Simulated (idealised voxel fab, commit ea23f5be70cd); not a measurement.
Presented below is a process module, voxel capacitor over wiring.
Shown is cross-section cut, with a width of 155 nm and square cells of size 5 nm.
A cross-section is written here as square cells arranged in a grid, and it is given in bands from the top down, each band taking up one or more rows of cells. Per band: top height and bottom height in nm, followed by the left-to-right materials and their widths in nm; "throughout" marks a single material spanning edge to edge, "blank" marks empty space. Where do heights start? At 0: under that level the wafer as delivered is made of one material only. And the lowest band has no floor; it just carries on downward, as in "0 -> down". Width "30 to 40": first value at the band's top row of cells, second value at its bottom row, equal change from row to row. "remains unaltered", as given for a step, is the statement that not any cell of the cross-section underwent a change during that step. Listed in "Closed void listing": every empty space of 8 or more cells without an open way to the top. Form: width x height at distance, the distance being from the left edge, all in nm. If you see something after the settings on a step's line, that's the simulator's own remark about that step. Among the settings permitted on a step's line is "overlay nm"; applied to a step with a mask, it specifies the extent to which the mask lay to the right of its planned position, whereas a negative figure signifies a position to the left.

## Process steps - plan
1,RECEIVE with material Si
2,CONFORMAL_DEP with material SiO2, thk nm 15
3,DIRECTIONAL_DEP with material TiN, thk nm 5
4,DIRECTIONAL_DEP with material Ru, thk nm 15
5,MASKED_ETCH with tone cover, mask id METAL_1, width nm 25, pitch nm 85, etch materials Ru, depth nm 15, overlay nm 0
6,MASKED_ETCH with tone cover, mask id METAL_1, width nm 25, pitch nm 85, etch materials TiN, depth nm 5, overlay nm 0
7,CONFORMAL_DEP with material SiN, thk nm 5
8,FILL_DEP with material SiO2, thk nm 5
9,CMP with height nm 35
10,CONFORMAL_DEP with material SiCN, thk nm 5
11,DIRECTIONAL_DEP with material lowk, thk nm 20
12,MASKED_ETCH with tone open, mask id PLUG_1, width nm 15, etch materials lowk, depth nm 20, overlay nm 0
13,MASKED_ETCH with tone open, mask id PLUG_1, width nm 15, etch materials SiCN, depth nm 5, overlay nm 0
14,EPI with material Ru, thk nm 10
15,EPI with material Ru, thk nm 10
16,EPI with material Ru, thk nm 5
17,DIRECTIONAL_DEP with material TiN, thk nm 5
18,DIRECTIONAL_DEP with material SiN, thk nm 5
19,DIRECTIONAL_DEP with material TiN, thk nm 5
20,MASKED_ETCH with tone cover, mask id UPPER_PLATE, width nm 65, etch materials TiN, depth nm 5, overlay nm 0
21,MASKED_ETCH with tone cover, mask id UPPER_PLATE, width nm 65, etch materials SiN, depth nm 5, overlay nm 0
22,PATTERN with tone cover, mask id LOWER_PLATE, material resist, width nm 75, thk nm 20, overlay nm 0
23,DIRECTIONAL_ETCH with etch materials TiN, depth nm 5
24,STRIP with etch materials resist
25,FILL_DEP with material SiO2, thk nm 20
26,CMP with height nm 90
27,PATTERN with tone open, mask id PLUG_2, material resist, width nm 15, thk nm 20, overlay nm 0
28,DIRECTIONAL_ETCH with etch materials SiO2, depth nm 15
29,STRIP with etch materials resist
30,CONFORMAL_DEP with material TiN, thk nm 5
31,FILL_DEP with material W, thk nm 10
32,CMP with height nm 90
33,CONFORMAL_DEP with material SiN, thk nm 5

## What follows covers the first of two wafers; it ran as planned

## As-received state of the wafer in cross-section, equivalent to post-step 1
    0 -> down = Si throughout
    Closed void listing: none

## Upon completion of step 2, the wafer appears in cross-section as shown
    15 -> 0 = SiO2 throughout
    No changes below 0.

## Upon completion of step 3, the wafer appears in cross-section as shown
    20 -> 15 = TiN throughout
    No changes below 15.

## Upon completion of step 4, the wafer appears in cross-section as shown
    35 -> 20 = Ru throughout
    No changes below 20.

## Upon completion of step 5, the wafer appears in cross-section as shown
    35 -> 20 = 20 nm blank, then 25 nm Ru, then 60 nm blank, then 25 nm Ru, then 25 nm blank
    No changes below 20.

## Upon completion of step 6, the wafer appears in cross-section as shown
    35 -> 20 = 20 nm blank, then 25 nm Ru, then 60 nm blank, then 25 nm Ru, then 25 nm blank
    20 -> 15 = 20 nm blank, then 25 nm TiN, then 60 nm blank, then 25 nm TiN, then 25 nm blank
    No changes below 15.

## Upon completion of step 7, the wafer appears in cross-section as shown
    40 -> 35 = 15 nm blank, then 35 nm SiN, then 50 nm blank, then 35 nm SiN, then 20 nm blank
    35 -> 20 = 15 nm blank, then 5 nm SiN, then 25 nm Ru, then 5 nm SiN, then 50 nm blank, then 5 nm SiN, then 25 nm Ru, then 5 nm SiN, then 20 nm blank
    20 -> 15 = 20 nm SiN, then 25 nm TiN, then 60 nm SiN, then 25 nm TiN, then 25 nm SiN
    No changes below 15.

## Upon completion of step 8, the wafer appears in cross-section as shown
    45 -> 40 = SiO2 throughout
    40 -> 35 = 15 nm SiO2, then 35 nm SiN, then 50 nm SiO2, then 35 nm SiN, then 20 nm SiO2
    35 -> 20 = 15 nm SiO2, then 5 nm SiN, then 25 nm Ru, then 5 nm SiN, then 50 nm SiO2, then 5 nm SiN, then 25 nm Ru, then 5 nm SiN, then 20 nm SiO2
    No changes below 20.

## Upon completion of step 9, the wafer appears in cross-section as shown
    35 -> 20 = 15 nm SiO2, then 5 nm SiN, then 25 nm Ru, then 5 nm SiN, then 50 nm SiO2, then 5 nm SiN, then 25 nm Ru, then 5 nm SiN, then 20 nm SiO2
    No changes below 20.

## Upon completion of step 10, the wafer appears in cross-section as shown
    40 -> 35 = SiCN throughout
    No changes below 35.

## Upon completion of step 11, the wafer appears in cross-section as shown
    60 -> 40 = lowk throughout
    No changes below 40.

## Upon completion of step 12, the wafer appears in cross-section as shown
    60 -> 40 = 30 nm lowk, then 15 nm blank, then 110 nm lowk
    No changes below 40.

## Upon completion of step 13, the wafer appears in cross-section as shown
    60 -> 40 = 30 nm lowk, then 15 nm blank, then 110 nm lowk
    40 -> 35 = 30 nm SiCN, then 15 nm blank, then 110 nm SiCN
    No changes below 35.

## Upon completion of step 14, the wafer appears in cross-section as shown
    60 -> 45 = 30 nm lowk, then 15 nm blank, then 110 nm lowk
    45 -> 40 = 30 nm lowk, then 15 nm Ru, then 110 nm lowk
    40 -> 35 = 30 nm SiCN, then 15 nm Ru, then 110 nm SiCN
    No changes below 35.

## Upon completion of step 15, the wafer appears in cross-section as shown
    60 -> 55 = 30 nm lowk, then 15 nm blank, then 110 nm lowk
    55 -> 40 = 30 nm lowk, then 15 nm Ru, then 110 nm lowk
    No changes below 40.

## Upon completion of step 16, the wafer appears in cross-section as shown
    60 -> 40 = 30 nm lowk, then 15 nm Ru, then 110 nm lowk
    No changes below 40.

## Upon completion of step 17, the wafer appears in cross-section as shown
    65 -> 60 = TiN throughout
    No changes below 60.

## Upon completion of step 18, the wafer appears in cross-section as shown
    70 -> 65 = SiN throughout
    No changes below 65.

## Upon completion of step 19, the wafer appears in cross-section as shown
    75 -> 70 = TiN throughout
    No changes below 70.

## Upon completion of step 20, the wafer appears in cross-section as shown
    75 -> 70 = 30 nm blank, then 65 nm TiN, then 60 nm blank
    No changes below 70.

## Upon completion of step 21, the wafer appears in cross-section as shown
    75 -> 70 = 30 nm blank, then 65 nm TiN, then 60 nm blank
    70 -> 65 = 30 nm blank, then 65 nm SiN, then 60 nm blank
    No changes below 65.

## Upon completion of step 22, the wafer appears in cross-section as shown
    95 -> 75 = 25 nm blank, then 75 nm resist, then 55 nm blank
    75 -> 70 = 25 nm blank, then 5 nm resist, then 65 nm TiN, then 5 nm resist, then 55 nm blank
    70 -> 65 = 25 nm blank, then 5 nm resist, then 65 nm SiN, then 5 nm resist, then 55 nm blank
    No changes below 65.

## Upon completion of step 23, the wafer appears in cross-section as shown
    95 -> 75 = 25 nm blank, then 75 nm resist, then 55 nm blank
    75 -> 70 = 25 nm blank, then 5 nm resist, then 65 nm TiN, then 5 nm resist, then 55 nm blank
    70 -> 65 = 25 nm blank, then 5 nm resist, then 65 nm SiN, then 5 nm resist, then 55 nm blank
    65 -> 60 = 25 nm blank, then 75 nm TiN, then 55 nm blank
    No changes below 60.

## Upon completion of step 24, the wafer appears in cross-section as shown
    75 -> 70 = 30 nm blank, then 65 nm TiN, then 60 nm blank
    70 -> 65 = 30 nm blank, then 65 nm SiN, then 60 nm blank
    No changes below 65.

## Upon completion of step 25, the wafer appears in cross-section as shown
    95 -> 75 = SiO2 throughout
    75 -> 70 = 30 nm SiO2, then 65 nm TiN, then 60 nm SiO2
    70 -> 65 = 30 nm SiO2, then 65 nm SiN, then 60 nm SiO2
    65 -> 60 = 25 nm SiO2, then 75 nm TiN, then 55 nm SiO2
    No changes below 60.

## Upon completion of step 26, the wafer appears in cross-section as shown
    90 -> 75 = SiO2 throughout
    No changes below 75.

## Upon completion of step 27, the wafer appears in cross-section as shown
    110 -> 90 = 40 nm resist, then 15 nm blank, then 100 nm resist
    No changes below 90.

## Upon completion of step 28, the wafer appears in cross-section as shown
    110 -> 90 = 40 nm resist, then 15 nm blank, then 100 nm resist
    90 -> 75 = 40 nm SiO2, then 15 nm blank, then 100 nm SiO2
    No changes below 75.

## Upon completion of step 29, the wafer appears in cross-section as shown
    90 -> 75 = 40 nm SiO2, then 15 nm blank, then 100 nm SiO2
    No changes below 75.

## Upon completion of step 30, the wafer appears in cross-section as shown
    95 -> 90 = 45 nm TiN, then 5 nm blank, then 105 nm TiN
    90 -> 80 = 40 nm SiO2, then 5 nm TiN, then 5 nm blank, then 5 nm TiN, then 100 nm SiO2
    80 -> 70 = 40 to 30 nm SiO2, then 15 to 65 nm TiN, then 100 to 60 nm SiO2
    No changes below 70.

## Upon completion of step 31, the wafer appears in cross-section as shown
    105 -> 95 = W throughout
    95 -> 90 = 45 nm TiN, then 5 nm W, then 105 nm TiN
    90 -> 80 = 40 nm SiO2, then 5 nm TiN, then 5 nm W, then 5 nm TiN, then 100 nm SiO2
    No changes below 80.

## Upon completion of step 32, the wafer appears in cross-section as shown
    90 -> 80 = 40 nm SiO2, then 5 nm TiN, then 5 nm W, then 5 nm TiN, then 100 nm SiO2
    No changes below 80.

## Upon completion of step 33, the wafer appears in cross-section as shown
    95 -> 90 = SiN throughout
    No changes below 90.

## Regarding the second of the two wafers: it shared the first wafer's starting condition and process plan, yet one error occurred during its execution. Its history coincides with that of the first wafer up to and including step 21

## Cross-sectional representation of the second wafer at the time designated in the plan for the completion of step 22
    95 -> 75 = 35 nm blank, then 75 nm resist, then 45 nm blank
    75 -> 70 = 30 nm blank, then 65 nm TiN, then 15 nm resist, then 45 nm blank
    70 -> 65 = 30 nm blank, then 65 nm SiN, then 15 nm resist, then 45 nm blank
    No changes below 65.

## Cross-sectional representation of the second wafer at the time designated in the plan for the completion of step 23
    95 -> 75 = 35 nm blank, then 75 nm resist, then 45 nm blank
    75 -> 70 = 35 nm blank, then 60 nm TiN, then 15 nm resist, then 45 nm blank
    70 -> 65 = 30 nm blank, then 65 nm SiN, then 15 nm resist, then 45 nm blank
    65 -> 60 = 30 nm blank, then 80 nm TiN, then 45 nm blank
    No changes below 60.

## Cross-sectional representation of the second wafer at the time designated in the plan for the completion of step 24
    75 -> 70 = 35 nm blank, then 60 nm TiN, then 60 nm blank
    70 -> 65 = 30 nm blank, then 65 nm SiN, then 60 nm blank
    No changes below 65.

## Cross-sectional representation of the second wafer at the time designated in the plan for the completion of step 25
    95 -> 75 = SiO2 throughout
    75 -> 70 = 35 nm SiO2, then 60 nm TiN, then 60 nm SiO2
    70 -> 65 = 30 nm SiO2, then 65 nm SiN, then 60 nm SiO2
    65 -> 60 = 30 nm SiO2, then 80 nm TiN, then 45 nm SiO2
    No changes below 60.

## Cross-sectional representation of the second wafer at the time designated in the plan for the completion of step 26
    90 -> 75 = SiO2 throughout
    No changes below 75.

## Cross-sectional representation of the second wafer at the time designated in the plan for the completion of step 27
    110 -> 90 = 40 nm resist, then 15 nm blank, then 100 nm resist
    No changes below 90.

## Cross-sectional representation of the second wafer at the time designated in the plan for the completion of step 28
    110 -> 90 = 40 nm resist, then 15 nm blank, then 100 nm resist
    90 -> 75 = 40 nm SiO2, then 15 nm blank, then 100 nm SiO2
    No changes below 75.

## Cross-sectional representation of the second wafer at the time designated in the plan for the completion of step 29
    90 -> 75 = 40 nm SiO2, then 15 nm blank, then 100 nm SiO2
    No changes below 75.

## Cross-sectional representation of the second wafer at the time designated in the plan for the completion of step 30
    95 -> 90 = 45 nm TiN, then 5 nm blank, then 105 nm TiN
    90 -> 80 = 40 nm SiO2, then 5 nm TiN, then 5 nm blank, then 5 nm TiN, then 100 nm SiO2
    80 -> 70 = 40 to 35 nm SiO2, then 15 to 60 nm TiN, then 100 to 60 nm SiO2
    No changes below 70.

## Cross-sectional representation of the second wafer at the time designated in the plan for the completion of step 31
    105 -> 95 = W throughout
    95 -> 90 = 45 nm TiN, then 5 nm W, then 105 nm TiN
    90 -> 80 = 40 nm SiO2, then 5 nm TiN, then 5 nm W, then 5 nm TiN, then 100 nm SiO2
    No changes below 80.

## Cross-sectional representation of the second wafer at the time designated in the plan for the completion of step 32
    90 -> 80 = 40 nm SiO2, then 5 nm TiN, then 5 nm W, then 5 nm TiN, then 100 nm SiO2
    No changes below 80.

## Cross-sectional representation of the second wafer at the time designated in the plan for the completion of step 33
    95 -> 90 = SiN throughout
    No changes below 90.
So what did we get wrong on this run? step 22 was not run as planned; what actually ran was PATTERN with tone cover, mask id LOWER_PLATE, material resist, width nm 75, thk nm 20, overlay nm 10
The two final wafers agree on how many cells each material fills and disagree on which cells those are.
